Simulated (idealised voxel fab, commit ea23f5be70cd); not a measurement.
process module | voxel gate over fins
cross-section cut | 255 nm wide | cells 5 nm
A cross-section is a grid of square cells, given in bands from the top down. A band is one or more rows of cells.
Each band's line starts with the height of the band's top and of its bottom, in nm. Then come its materials from left to right, each with its width in nm. One material with "throughout" fills the band from edge to edge. "air" is empty space.
Height 0 is the level under which the wafer as received is all one material. The lowest band goes on downwards, as in "0 down".
A width such as "30 to 40" changes by the same amount from each row of cells to the next, from the band's top row to its bottom row.
"no change" after a step means that no cell of the cross-section changed.
closed voids: empty space of 8 cells or more with no open way to the top, each as width x height at its distance from the left edge, in nm
after a step's settings: what the simulator itself notes on the step
overlay nm, on a step with a mask: how far to the right of its planned place the mask lay; to the left if negative
plan
1 op RECEIVE | material Si
2 op CONFORMAL_DEP | material SiN | thk nm 10
3 op MASKED_ETCH | tone cover | mask id FINS | width nm 15 | pitch nm 60 | etch materials SiN | depth nm 10 | overlay nm 0
4 op MASKED_ETCH | tone cover | mask id FINS | width nm 15 | pitch nm 60 | etch materials Si | depth nm 35 | overlay nm -15
5 op OXIDIZE | depth nm 5
6 op FILL_DEP | material SiO2 | thk nm 10
7 op CMP | height nm 10
8 op PATTERN | tone open | mask id RAIL | material resist | width nm 15 | thk nm 20 | overlay nm 0
9 op DIRECTIONAL_ETCH | etch materials SiO2 | depth nm 40
10 op STRIP | etch materials resist
11 op CONFORMAL_DEP | material TiN | thk nm 5
12 op FILL_DEP | material Ru | thk nm 5
13 op CMP | height nm 10
14 op SELECTIVE_ETCH | etch materials W Ru TiN | depth nm 30
15 op FILL_DEP | material SiO2 | thk nm 5
16 op CMP | height nm 10
17 op SELECTIVE_ETCH | etch materials SiO2 | depth nm 25
18 op STRIP | etch materials SiN
19 op CONFORMAL_DEP | material HfO2 | thk nm 5
20 op CONFORMAL_DEP | material TiN | thk nm 5
21 op FILL_DEP | material W | thk nm 15
22 op CMP | height nm 20
23 op CONFORMAL_DEP | material SiCN | thk nm 10
varied across the wafers: overlay nm of step 4. The plan shows the first wafer's value. All wafers start alike
first wafer as received, after step 1
  0 down: Si throughout
  closed voids: none
each wafer at the end: cells of each material gained (+) or lost (-) since it was received, then its closed voids
overlay nm -15 | +69 HfO2 | +1 Ru | -321 Si | +102 SiCN | +189 SiO2 | +74 TiN | +192 W | closed voids: none
overlay nm -10 | +69 HfO2 | +1 Ru | -342 Si | +102 SiCN | +204 SiO2 | +74 TiN | +198 W | closed voids: none
overlay nm -5 | +69 HfO2 | +1 Ru | -363 Si | +102 SiCN | +219 SiO2 | +74 TiN | +204 W | closed voids: none
overlay nm 0 | +69 HfO2 | +1 Ru | -384 Si | +102 SiCN | +234 SiO2 | +74 TiN | +210 W | closed voids: none
overlay nm 5 | +69 HfO2 | +1 Ru | -363 Si | +102 SiCN | +219 SiO2 | +74 TiN | +204 W | closed voids: none
overlay nm 10 | +69 HfO2 | +1 Ru | -342 Si | +102 SiCN | +204 SiO2 | +74 TiN | +198 W | closed voids: none
overlay nm 15 | +69 HfO2 | +1 Ru | -321 Si | +102 SiCN | +189 SiO2 | +74 TiN | +192 W | closed voids: none
